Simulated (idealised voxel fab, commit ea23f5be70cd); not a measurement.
Process module in this document: voxel wiring stack
The width of the displayed cross-section, cut, is 190 nm; its cells are square, with a size of 5 nm.
Reading order for cross-sections: top band down to bottom band. Underlying form: a grid of square cells. Band size: one or more rows of cells.
Heads up on the band format: heights come first, top then bottom, in nm. After that it's the materials left to right, each with its width in nm. A single material flagged "all across" fills the whole band edge to edge, and "empty" means there's empty space there.
We count height from 0. Below that, the starting wafer is all one material. The lowest band never ends at the bottom but goes on down; see "0 nm and below" for how that is written.
The width entry "30..40" should be interpreted row by row: the top row of cells in the band takes the first number, the bottom row takes the second number, and the change between adjacent rows is uniform throughout.
You'll sometimes find "no modification" written for a step, and that's the way of saying that nowhere in the cross-section did a cell change during that step.
Any empty space of 8 cells or more lacking an open way to the top shows up in "Listed closed voids" as width x height at distance, distance from the left edge, in nm.
Read whatever lies past the settings on a step's line as the simulator's own remark about the step.
overlay nm: step with mask; distance mask lay right of planned place; negative value = left of planned place.

## plan
- 1: RECEIVE [material Si]
- 2: CONFORMAL_DEP [material SiO2] [thk nm 15]
- 3: CONFORMAL_DEP [material SiCN] [thk nm 5]
- 4: DIRECTIONAL_DEP [material lowk] [thk nm 15]
- 5: DIRECTIONAL_DEP [material aC] [thk nm 15]
- 6: PATTERN [tone open] [mask id METAL_1] [material resist] [width nm 20] [pitch nm 35] [thk nm 35] [overlay nm 0]
- 7: DIRECTIONAL_ETCH [etch materials aC] [depth nm 15]
- 8: STRIP [etch materials resist]
- 9: DIRECTIONAL_ETCH [etch materials lowk] [depth nm 15]
- 10: DIRECTIONAL_ETCH [etch materials SiCN] [depth nm 5]
- 11: STRIP [etch materials aC]
- 12: CONFORMAL_DEP [material TiN] [thk nm 5]
- 13: FILL_DEP [material W] [thk nm 5]
- 14: CMP [height nm 35]
- 15: CONFORMAL_DEP [material SiCN] [thk nm 5]
- 16: DIRECTIONAL_DEP [material lowk] [thk nm 15]
- 17: PATTERN [tone open] [mask id PLUG_1] [material resist] [width nm 15] [pitch nm 35] [thk nm 15] [overlay nm 0]
- 18: DIRECTIONAL_ETCH [etch materials lowk] [depth nm 15]
- 19: DIRECTIONAL_ETCH [etch materials SiCN] [depth nm 5]
- 20: STRIP [etch materials resist]
- 21: EPI [material Ru] [thk nm 10]
- 22: EPI [material Ru] [thk nm 10]
- 23: DIRECTIONAL_DEP [material TiN] [thk nm 5]
- 24: DIRECTIONAL_DEP [material Ru] [thk nm 15]
- 25: MASKED_ETCH [tone cover] [mask id METAL_2] [width nm 20] [pitch nm 35] [etch materials Ru] [depth nm 15] [overlay nm 0]
- 26: MASKED_ETCH [tone cover] [mask id METAL_2] [width nm 20] [pitch nm 35] [etch materials TiN] [depth nm 5] [overlay nm 0]
- 27: CONFORMAL_DEP [material SiCN] [thk nm 5]
- 28: FILL_DEP [material lowk] [thk nm 5]
- 29: CMP [height nm 75]
- 30: CONFORMAL_DEP [material SiCN] [thk nm 5]
- 31: DIRECTIONAL_DEP [material lowk] [thk nm 30]
- 32: PATTERN [tone open] [mask id METAL_3_HOLES] [material resist] [width nm 15] [pitch nm 35] [thk nm 15] [overlay nm 0]
- 33: DIRECTIONAL_ETCH [etch materials lowk] [depth nm 30]
- 34: STRIP [etch materials resist]
- 35: DIRECTIONAL_DEP [material aC] [thk nm 15]
- 36: PATTERN [tone open] [mask id METAL_3] [material resist] [width nm 20] [pitch nm 35] [thk nm 35] [overlay nm 0]
- 37: DIRECTIONAL_ETCH [etch materials aC] [depth nm 15]
- 38: STRIP [etch materials resist]
- 39: DIRECTIONAL_ETCH [etch materials lowk] [depth nm 15]
- 40: DIRECTIONAL_ETCH [etch materials SiCN] [depth nm 5]
- 41: STRIP [etch materials aC]
- 42: CONFORMAL_DEP [material TiN] [thk nm 5]
- 43: FILL_DEP [material Ru] [thk nm 10]
- 44: CMP [height nm 110]
- 45: CONFORMAL_DEP [material SiCN] [thk nm 5]

## Received-state cross-section, reflecting completion of step 1
    0 nm and below | Si all across
    Listed closed voids: none

## Wafer cross-section at end of module: start and plan as shown above, one execution error
    115 nm to 110 nm | SiCN all across
    110 nm to 100 nm | lowk 65 nm; TiN 5 nm; Ru 10 nm; TiN 5 nm; lowk 15 nm; TiN 5 nm; Ru 10 nm; TiN 5 nm; lowk 70 nm
    100 nm to 95 nm | lowk 65 nm; TiN 5 nm; Ru 5 nm; TiN 10 nm; lowk 15 nm; TiN 5 nm; Ru 5 nm; TiN 10 nm; lowk 70 nm
    95 nm to 80 nm | lowk 65 nm; TiN 5 nm; Ru 5 nm; TiN 5 nm; lowk 20 nm; TiN 5 nm; Ru 5 nm; TiN 5 nm; lowk 75 nm
    80 nm to 75 nm | SiCN 65 nm; TiN 15 nm; SiCN 20 nm; TiN 15 nm; SiCN 75 nm
    75 nm to 60 nm | lowk 60 nm; SiCN 5 nm; Ru 20 nm; SiCN 5 nm; lowk 5 nm; SiCN 5 nm; Ru 20 nm; SiCN 5 nm; lowk 65 nm
    60 nm to 55 nm | SiCN 65 nm; TiN 20 nm; SiCN 15 nm; TiN 20 nm; SiCN 70 nm
    55 nm to 40 nm | lowk 65 nm; Ru 15 nm; lowk 20 nm; Ru 15 nm; lowk 75 nm
    40 nm to 35 nm | SiCN 65 nm; Ru 15 nm; SiCN 20 nm; Ru 15 nm; SiCN 75 nm
    35 nm to 25 nm | lowk 65 nm; TiN 5 nm; W 10 nm; TiN 5 nm; lowk 15 nm; TiN 5 nm; W 10 nm; TiN 5 nm; lowk 70 nm
    25 nm to 20 nm | lowk 65 nm; TiN 20 nm; lowk 15 nm; TiN 20 nm; lowk 70 nm
    20 nm to 15 nm | W all across
    15 nm to 0 nm | SiO2 all across
    0 nm and below | Si all across
    Listed closed voids: none
Diagnosis: step 3, actual vs plan mismatch, actual run CONFORMAL_DEP [material W] [thk nm 5]
